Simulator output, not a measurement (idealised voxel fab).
Name of the process module below: voxel gate over fins
The cross-section on display is named cut; it measures 275 nm wide, and its cells are 5 nm squares.
Reading order for cross-sections: top band down to bottom band. Underlying form: a grid of square cells. Band size: one or more rows of cells.
Look at the band entry: it leads with the top's height and the bottom's height in nm. Then it lists the materials left to right, with a width in nm for each. The word "all across" on a single material says that material fills the band edge to edge. The word "air" is empty space.
Heights are measured from 0, the level below which the as-received wafer is all one material; the lowest band has no bottom and continues downward, written as in "0 down".
Think of "30 to 40" as a width that walks from the first number to the second as you go down the band, top row to bottom row, taking equal-sized steps from row to row.
You'll sometimes find "changes: none" written for a step, and that's the way of saying that nowhere in the cross-section did a cell change during that step.
"Closed empty spaces" enumerates empty spaces isolated from the top, with no open way to it, that contain at least 8 cells, giving each as width x height at distance from the left edge, all three in nm.
On each step's line, the part that comes after the settings is the simulator's own comment on the step.
overlay nm: where the mask lay relative to plan, measured to the right, on steps with a mask; negatives go left.

## The planned process steps are enumerated hereunder
- 1: op RECEIVE | material Si
- 2: op CONFORMAL_DEP | material SiN | thk nm 10
- 3: op DIRECTIONAL_DEP | material aC | thk nm 10
- 4: op PATTERN | tone cover | mask id FINS | material resist | width nm 15 | pitch nm 55 | thk nm 25 | overlay nm 0
- 5: op DIRECTIONAL_ETCH | etch materials aC | depth nm 10
- 6: op STRIP | etch materials resist
- 7: op DIRECTIONAL_ETCH | etch materials SiN | depth nm 10
- 8: op DIRECTIONAL_ETCH | etch materials Si | depth nm 40
- 9: op STRIP | etch materials aC
- 10: op OXIDIZE | depth nm 5
- 11: op FILL_DEP | material SiO2 | thk nm 5
- 12: op CMP | height nm 10
- 13: op PATTERN | tone open | mask id RAIL | material resist | width nm 15 | thk nm 15 | overlay nm 0
- 14: op DIRECTIONAL_ETCH | etch materials SiO2 | depth nm 45
- 15: op STRIP | etch materials resist
- 16: op CONFORMAL_DEP | material TiN | thk nm 5
- 17: op FILL_DEP | material W | thk nm 10
- 18: op CMP | height nm 10
- 19: op SELECTIVE_ETCH | etch materials W Ru TiN | depth nm 30
- 20: op FILL_DEP | material SiO2 | thk nm 5
- 21: op CMP | height nm 10
- 22: op SELECTIVE_ETCH | etch materials SiO2 | depth nm 25
- 23: op STRIP | etch materials SiN
- 24: op CONFORMAL_DEP | material HfO2 | thk nm 5
- 25: op CONFORMAL_DEP | material TiN | thk nm 5
- 26: op CONFORMAL_DEP | material TiAl | thk nm 5
- 27: op CONFORMAL_DEP | material TiN | thk nm 5
- 28: op FILL_DEP | material W | thk nm 10
- 29: op CMP | height nm 25
- 30: op CONFORMAL_DEP | material SiN | thk nm 5

## Cross-section of the incoming wafer, state after step 1
> 0 down: Si all across
> Closed empty spaces: none

## Final wafer profile in cross-section after the module, from the same start and plan as above, with one mistake made during processing
> 30 to 25: SiN all across
> 25 to 20: W all across
> 20 to 15: 60 of W, 45 of TiN, 10 of W, 45 of TiN, 10 of W, 45 of TiN, 60 of W
> 15 to 10: 60 of W, 5 of TiN, 35 of TiAl, 5 of TiN, 10 of W, 5 of TiN, 35 of TiAl, 5 of TiN, 10 of W, 5 of TiN, 35 of TiAl, 5 of TiN, 60 of W
> 10 to 5: 60 of W, 5 of TiN, 5 of TiAl, 25 of TiN, 5 of TiAl, 5 of TiN, 10 of W, 5 of TiN, 5 of TiAl, 25 of TiN, 5 of TiAl, 5 of TiN, 10 of W, 5 of TiN, 5 of TiAl, 25 of TiN, 5 of TiAl, 5 of TiN, 60 of W
> 5 to 0: 65 of TiN, 5 of TiAl, 5 of TiN, 15 of HfO2, 5 of TiN, 5 of TiAl, 20 of TiN, 5 of TiAl, 5 of TiN, 15 of HfO2, 5 of TiN, 5 of TiAl, 20 of TiN, 5 of TiAl, 5 of TiN, 15 of HfO2, 5 of TiN, 5 of TiAl, 65 of TiN
> 0 to -5: 70 of TiAl, 5 of TiN, 5 of HfO2, 5 of Si, 5 of HfO2, 5 of TiN, 30 of TiAl, 5 of TiN, 5 of HfO2, 5 of Si, 5 of HfO2, 5 of TiN, 30 of TiAl, 5 of TiN, 5 of HfO2, 5 of Si, 5 of HfO2, 5 of TiN, 70 of TiAl
> -5 to -10: 75 of TiN, 5 of HfO2, 5 of Si, 5 of HfO2, 40 of TiN, 5 of HfO2, 5 of Si, 5 of HfO2, 40 of TiN, 5 of HfO2, 5 of Si, 5 of HfO2, 75 of TiN
> -10 to -15: 80 of HfO2, 5 of Si, 50 of HfO2, 5 of Si, 50 of HfO2, 5 of Si, 80 of HfO2
> -15 to -20: 80 of SiO2, 5 of Si, 50 of SiO2, 5 of Si, 50 of SiO2, 5 of Si, 80 of SiO2
> -20 to -30: 70 of W, 5 of TiN, 5 of SiO2, 5 of Si, 5 of SiO2, 10 of TiN, 15 of SiO2, 5 of TiN, 5 of W, 5 of TiN, 5 of SiO2, 5 of Si, 5 of SiO2, 5 of TiN, 30 of W, 5 of TiN, 5 of SiO2, 5 of Si, 5 of SiO2, 5 of TiN, 70 of W
> -30 to -35: 75 of TiN, 5 of SiO2, 5 of Si, 5 of SiO2, 10 of TiN, 15 of SiO2, 15 of TiN, 5 of SiO2, 5 of Si, 5 of SiO2, 40 of TiN, 5 of SiO2, 5 of Si, 5 of SiO2, 75 of TiN
> -35 to -45: 80 of SiO2, 5 of Si, 50 of SiO2, 5 of Si, 50 of SiO2, 5 of Si, 80 of SiO2
> -45 down: Si all across
> Closed empty spaces: none
What was the processing mistake? rather than as planned, step 13 actually ran as op PATTERN | tone cover | mask id RAIL | material resist | width nm 15 | thk nm 15 | overlay nm 0
